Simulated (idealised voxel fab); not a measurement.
process module | voxel ribs on slabs
cross-section cut | 230 nm wide | cells 5 nm
A cross-section is a grid of square cells, given in bands from the top down. A band is one or more rows of cells.
Each band's line starts with the height of the band's top and of its bottom, in nm. Then come its materials from left to right, each with its width in nm. One material with "throughout" fills the band from edge to edge. "air" is empty space.
Height 0 is the level under which the wafer as received is all one material. The lowest band goes on downwards, as in "0 down".
A width such as "30 to 40" changes by the same amount from each row of cells to the next, from the band's top row to its bottom row.
"no change" after a step means that no cell of the cross-section changed.
closed voids: empty space of 8 cells or more with no open way to the top, each as width x height at its distance from the left edge, in nm
after a step's settings: what the simulator itself notes on the step
overlay nm, on a step with a mask: how far to the right of its planned place the mask lay; to the left if negative
plan
1 op RECEIVE | material Si
2 op DIRECTIONAL_DEP | material SiO2 | thk nm 20
3 op DIRECTIONAL_DEP | material polySi | thk nm 25
4 op MASKED_ETCH | tone cover | mask id RIB | width nm 20 | etch materials polySi | depth nm 20 | overlay nm 0
5 op DIRECTIONAL_DEP | material aC | thk nm 15
6 op PATTERN | tone cover | mask id SLAB | material resist | width nm 70 | thk nm 35 | overlay nm 0
7 op DIRECTIONAL_ETCH | etch materials aC | depth nm 15
8 op STRIP | etch materials resist
9 op DIRECTIONAL_ETCH | etch materials polySi | depth nm 5
10 op STRIP | etch materials aC
11 op FILL_DEP | material SiO2 | thk nm 20
12 op CMP | height nm 55
13 op DIRECTIONAL_DEP | material W | thk nm 10
14 op DIRECTIONAL_DEP | material aC | thk nm 10
15 op PATTERN | tone cover | mask id HEATER | material resist | width nm 30 | thk nm 30 | overlay nm 0
16 op DIRECTIONAL_ETCH | etch materials aC | depth nm 10
17 op STRIP | etch materials resist
18 op DIRECTIONAL_ETCH | etch materials W | depth nm 10
19 op STRIP | etch materials aC
20 op CONFORMAL_DEP | material SiO2 | thk nm 5
as received, after step 1
  0 down: Si throughout
  closed voids: none
first wafer at the end, as planned
  70 to 65: air 95 | SiO2 40 | air 95
  65 to 60: air 95 | SiO2 5 | W 30 | SiO2 5 | air 95
  60 to 55: SiO2 100 | W 30 | SiO2 100
  55 to 45: SiO2 throughout
  45 to 25: SiO2 105 | polySi 20 | SiO2 105
  25 to 20: SiO2 80 | polySi 70 | SiO2 80
  20 to 0: SiO2 throughout
  0 down: Si throughout
  closed voids: none
second wafer at the end: like start, like plan, one mistake
  80 to 70: air 85 | SiO2 60 | air 85
  70 to 65: SiO2 throughout
  65 to 55: SiO2 100 | W 30 | SiO2 100
  55 to 45: SiO2 throughout
  45 to 25: SiO2 105 | polySi 20 | SiO2 105
  25 to 20: SiO2 80 | polySi 70 | SiO2 80
  20 to 0: SiO2 throughout
  0 down: Si throughout
  closed voids: none
what went wrong: step 20 ran as: op CONFORMAL_DEP | material SiO2 | thk nm 15
at the end the second wafer has, in cells: 100 more of SiO2
